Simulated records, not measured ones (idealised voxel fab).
This is a process module. Its name is voxel self aligned vias.
Xsec cut, 280 nm wide, square cell size 5 nm.
A cross-section in this document is a grid of square cells, and it is written down as bands, the top band listed before the ones below it; a band is made up of one or more rows of cells.
First you get the band's top height and its bottom height, in nm, and then the materials it's made of, left to right, with each width in nm. If you see a single material with "all across", that one covers the band edge to edge. "blank" is empty space.
Below 0: as-received wafer, all one material; heights counted from there. Lowest band: no bottom, goes on down, written "z 0 and below".
The two numbers in a width such as "30 to 40" mark its ends across the band: the first belongs to the top row of cells, the second to the bottom row, and from each row to the next the width moves by the same amount.
The designation "remained unchanged", where it is given for a processing step, indicates that no cell of the cross-section was altered in the course of that step.
Enclosed voids (no open way to top), threshold 8 cells or more, entry "Sealed void inventory", notation width x height at distance, distance from left edge, nm.
Formally, on a step line, whatever follows the settings is a remark that the simulator itself makes on the step.
A step's line can hold "overlay nm"; with a mask on that step, the setting says how far right of the planned place the mask lay, while a negative setting says it lay to the left.
The planned process steps are enumerated hereunder:
| 1 | RECEIVE,material Si |
| 2 | CONFORMAL_DEP,material SiO2,thk nm 15 |
| 3 | CONFORMAL_DEP,material SiCN,thk nm 5 |
| 4 | DIRECTIONAL_DEP,material SiO2,thk nm 30 |
| 5 | PATTERN,tone open,mask id LINES,material resist,width nm 30,pitch nm 70,thk nm 20,overlay nm 0 |
| 6 | DIRECTIONAL_ETCH,etch materials SiO2,depth nm 30 |
| 7 | STRIP,etch materials resist |
| 8 | CONFORMAL_DEP,material TiN,thk nm 5 |
| 9 | FILL_DEP,material Ru,thk nm 5 |
| 10 | CMP,height nm 50 |
| 11 | SELECTIVE_ETCH,etch materials W Ru TiN,depth nm 10 |
| 12 | FILL_DEP,material SiN,thk nm 5 |
| 13 | CMP,height nm 50 |
| 14 | DIRECTIONAL_DEP,material SiO2,thk nm 15 |
| 15 | MASKED_ETCH,tone open,mask id VIAS,width nm 50,pitch nm 70,etch materials SiO2,depth nm 15,overlay nm 0 |
| 16 | MASKED_ETCH,tone open,mask id VIAS,width nm 50,pitch nm 70,etch materials SiN,depth nm 10,overlay nm 0 |
| 17 | CONFORMAL_DEP,material TiN,thk nm 5 |
| 18 | FILL_DEP,material Ru,thk nm 5 |
| 19 | CMP,height nm 65 |
| 20 | CONFORMAL_DEP,material SiN,thk nm 5 |
Wafer as received: cross-section following step 1:
- z 0 and below | Si all across
- Sealed void inventory: none
Post-module cross-section of the first of two wafers (run per plan):
- z 70 to 65 | SiN all across
- z 65 to 55 | 45 of SiO2 | 5 of TiN | 40 of Ru | 5 of TiN | 20 of SiO2 | 5 of TiN | 40 of Ru | 5 of TiN | 20 of SiO2 | 5 of TiN | 40 of Ru | 5 of TiN | 45 of SiO2
- z 55 to 45 | 45 to 55 of SiO2 | 15 to 5 of TiN | 20 of Ru | 15 to 5 of TiN | 20 to 40 of SiO2 | 15 to 5 of TiN | 20 of Ru | 15 to 5 of TiN | 20 to 40 of SiO2 | 15 to 5 of TiN | 20 of Ru | 15 to 5 of TiN | 45 to 55 of SiO2
- z 45 to 40 | 55 of SiO2 | 30 of TiN | 40 of SiO2 | 30 of TiN | 40 of SiO2 | 30 of TiN | 55 of SiO2
- z 40 to 25 | 55 of SiO2 | 5 of TiN | 20 of Ru | 5 of TiN | 40 of SiO2 | 5 of TiN | 20 of Ru | 5 of TiN | 40 of SiO2 | 5 of TiN | 20 of Ru | 5 of TiN | 55 of SiO2
- z 25 to 20 | 55 of SiO2 | 30 of TiN | 40 of SiO2 | 30 of TiN | 40 of SiO2 | 30 of TiN | 55 of SiO2
- z 20 to 15 | SiCN all across
- z 15 to 0 | SiO2 all across
- z 0 and below | Si all across
- Sealed void inventory: none
End-of-module cross-section of the second wafer: identical starting point and process plan to the first, with one processing mistake:
- z 70 to 65 | SiN all across
- z 65 to 50 | 45 of SiO2 | 5 of TiN | 40 of Ru | 5 of TiN | 20 of SiO2 | 5 of TiN | 40 of Ru | 5 of TiN | 20 of SiO2 | 5 of TiN | 40 of Ru | 5 of TiN | 45 of SiO2
- z 50 to 45 | 45 of SiN | 15 of TiN | 20 of Ru | 15 of TiN | 20 of SiN | 15 of TiN | 20 of Ru | 15 of TiN | 20 of SiN | 15 of TiN | 20 of Ru | 15 of TiN | 45 of SiN
- z 45 to 40 | 55 of SiO2 | 30 of TiN | 40 of SiO2 | 30 of TiN | 40 of SiO2 | 30 of TiN | 55 of SiO2
- z 40 to 20 | 55 of SiO2 | 5 of TiN | 20 of Ru | 5 of TiN | 40 of SiO2 | 5 of TiN | 20 of Ru | 5 of TiN | 40 of SiO2 | 5 of TiN | 20 of Ru | 5 of TiN | 55 of SiO2
- z 20 to 15 | 55 of SiO2 | 30 of TiN | 40 of SiO2 | 30 of TiN | 40 of SiO2 | 30 of TiN | 55 of SiO2
- z 15 to 0 | SiO2 all across
- z 0 and below | Si all across
- Sealed void inventory: none
Heads up, the wafer didn't run the way we planned it: step 3 from the plan never happened, it was just skipped
Heads up, by the end the second wafer has more or fewer cells of some materials compared to the first: +24 Ru, -56 SiCN, +26 SiN, +6 TiN
